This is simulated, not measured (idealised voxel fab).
The following process module bears the name voxel released beams.
The figure presents cross-section cut, which has a width of 285 nm and is divided into square cells with an edge length of 5 nm.
Cross-section format: a grid of square cells, given as bands from top to bottom; each band is one or more rows of cells. Heights first: top, then bottom, in nm. Then materials, left to right, each with a width in nm. "edge to edge" on a single material: fills the band edge to edge. "empty": empty space. For the purposes of this specification, 0 denotes the height below which the wafer in its as-received condition is composed wholly of one material, and the lowermost band, lacking a lower limit, extends downward without end, as expressed in "0 nm and below". Top row gets the first number, bottom row gets the second, and each row in between changes by the same step: that is how a band width like "30->40" works. What does "identical to before" mean for a step? It means no cell of the cross-section changed in that step. Entry "Enclosed void listing" = empty spaces >= 8 cells with no open way to the top; each as width x height at distance, distance from left edge, all nm. Past the settings on a step's line: simulator remark, on that step. Steps that use a mask can have "overlay nm" on their line. It says how far the mask sat to the right of where it was meant to be. Negative means to the left.
The process steps that were planned are listed below:
1. RECEIVE,material Si
2. CONFORMAL_DEP,material SiN,thk nm 5
3. DIRECTIONAL_DEP,material SiO2,thk nm 15
4. PATTERN,tone open,mask id ANCHOR,material resist,width nm 35,thk nm 20,overlay nm 0
5. DIRECTIONAL_ETCH,etch materials SiO2,depth nm 15
6. STRIP,etch materials resist
7. CONFORMAL_DEP,material polySi,thk nm 15
8. DIRECTIONAL_DEP,material aC,thk nm 15
9. PATTERN,tone cover,mask id BEAM,material resist,width nm 100,thk nm 30,overlay nm 0
10. DIRECTIONAL_ETCH,etch materials aC,depth nm 15
11. STRIP,etch materials resist
12. DIRECTIONAL_ETCH,etch materials polySi,depth nm 15
13. STRIP,etch materials aC
14. STRIP,etch materials SiO2
The first of a set of two wafers, run to plan:
Delivered wafer in cross-section: state after step 1:
  0 nm and below  Si edge to edge
  Enclosed void listing: none
The wafer in cross-section once step 2 is complete:
  5 nm to 0 nm  SiN edge to edge
  Anything lower than 0 is untouched.
The wafer in cross-section once step 3 is complete:
  20 nm to 5 nm  SiO2 edge to edge
  Anything lower than 5 is untouched.
The wafer in cross-section once step 4 is complete:
  40 nm to 20 nm  resist (95), empty (35), resist (155)
  Anything lower than 20 is untouched.
The wafer in cross-section once step 5 is complete:
  40 nm to 20 nm  resist (95), empty (35), resist (155)
  20 nm to 5 nm  SiO2 (95), empty (35), SiO2 (155)
  Anything lower than 5 is untouched.
The wafer in cross-section once step 6 is complete:
  20 nm to 5 nm  SiO2 (95), empty (35), SiO2 (155)
  Anything lower than 5 is untouched.
The wafer in cross-section once step 7 is complete:
  35 nm to 20 nm  polySi (110), empty (5), polySi (170)
  20 nm to 5 nm  SiO2 (95), polySi (35), SiO2 (155)
  Anything lower than 5 is untouched.
The wafer in cross-section once step 8 is complete:
  50 nm to 35 nm  aC (110), empty (5), aC (170)
  35 nm to 20 nm  polySi (110), aC (5), polySi (170)
  Anything lower than 20 is untouched.
The wafer in cross-section once step 9 is complete:
  80 nm to 50 nm  empty (90), resist (100), empty (95)
  50 nm to 35 nm  aC (110), resist (5), aC (170)
  Anything lower than 35 is untouched.
The wafer in cross-section once step 10 is complete:
  65 nm to 50 nm  empty (90), resist (100), empty (95)
  50 nm to 35 nm  empty (90), aC (20), resist (5), aC (75), empty (95)
  Anything lower than 35 is untouched.
The wafer in cross-section once step 11 is complete:
  50 nm to 35 nm  empty (90), aC (20), empty (5), aC (75), empty (95)
  Anything lower than 35 is untouched.
The wafer in cross-section once step 12 is complete:
  50 nm to 35 nm  empty (90), aC (20), empty (5), aC (75), empty (95)
  35 nm to 20 nm  empty (90), polySi (20), aC (5), polySi (75), empty (95)
  Anything lower than 20 is untouched.
The wafer in cross-section once step 13 is complete:
  35 nm to 20 nm  empty (90), polySi (20), empty (5), polySi (75), empty (95)
  Anything lower than 20 is untouched.
The wafer in cross-section once step 14 is complete:
  35 nm to 20 nm  empty (90), polySi (20), empty (5), polySi (75), empty (95)
  20 nm to 5 nm  empty (95), polySi (35), empty (155)
  Anything lower than 5 is untouched.
The remaining wafer, second of the two, started like the first and was run to the same plan, except that one mistake was made along the way; the two coincide through step 3, inclusive:
Cross-section of the second wafer at the time step 4 of the plan should have ended:
  40 nm to 20 nm  empty (95), resist (35), empty (155)
  Anything lower than 20 is untouched.
Cross-section of the second wafer at the time step 5 of the plan should have ended:
  40 nm to 20 nm  empty (95), resist (35), empty (155)
  20 nm to 5 nm  empty (95), SiO2 (35), empty (155)
  Anything lower than 5 is untouched.
Cross-section of the second wafer at the time step 6 of the plan should have ended:
  20 nm to 5 nm  empty (95), SiO2 (35), empty (155)
  Anything lower than 5 is untouched.
Cross-section of the second wafer at the time step 7 of the plan should have ended:
  35 nm to 20 nm  empty (80), polySi (65), empty (140)
  20 nm to 5 nm  polySi (95), SiO2 (35), polySi (155)
  Anything lower than 5 is untouched.
Cross-section of the second wafer at the time step 8 of the plan should have ended:
  50 nm to 35 nm  empty (80), aC (65), empty (140)
  35 nm to 20 nm  aC (80), polySi (65), aC (140)
  Anything lower than 20 is untouched.
Cross-section of the second wafer at the time step 9 of the plan should have ended:
  80 nm to 50 nm  empty (90), resist (100), empty (95)
  50 nm to 35 nm  empty (80), aC (65), resist (45), empty (95)
  Anything lower than 35 is untouched.
Cross-section of the second wafer at the time step 10 of the plan should have ended:
  65 nm to 50 nm  empty (90), resist (100), empty (95)
  50 nm to 35 nm  empty (90), aC (55), resist (45), empty (95)
  35 nm to 20 nm  empty (80), polySi (65), aC (45), empty (95)
  Anything lower than 20 is untouched.
Cross-section of the second wafer at the time step 11 of the plan should have ended:
  50 nm to 35 nm  empty (90), aC (55), empty (140)
  Anything lower than 35 is untouched.
Cross-section of the second wafer at the time step 12 of the plan should have ended:
  50 nm to 35 nm  empty (90), aC (55), empty (140)
  35 nm to 20 nm  empty (90), polySi (55), aC (45), empty (95)
  20 nm to 5 nm  empty (80), polySi (15), SiO2 (35), polySi (60), empty (95)
  Anything lower than 5 is untouched.
Cross-section of the second wafer at the time step 13 of the plan should have ended:
  35 nm to 20 nm  empty (90), polySi (55), empty (140)
  Anything lower than 20 is untouched.
Cross-section of the second wafer at the time step 14 of the plan should have ended: identical to before
What broke from the plan during processing? step 4 was processed under conditions differing from the plan, specifically as PATTERN,tone cover,mask id ANCHOR,material resist,width nm 35,thk nm 20,overlay nm 0
The final cell counts differ between the wafers, with the second having more or fewer of some materials than the first: SiO2: 21 more
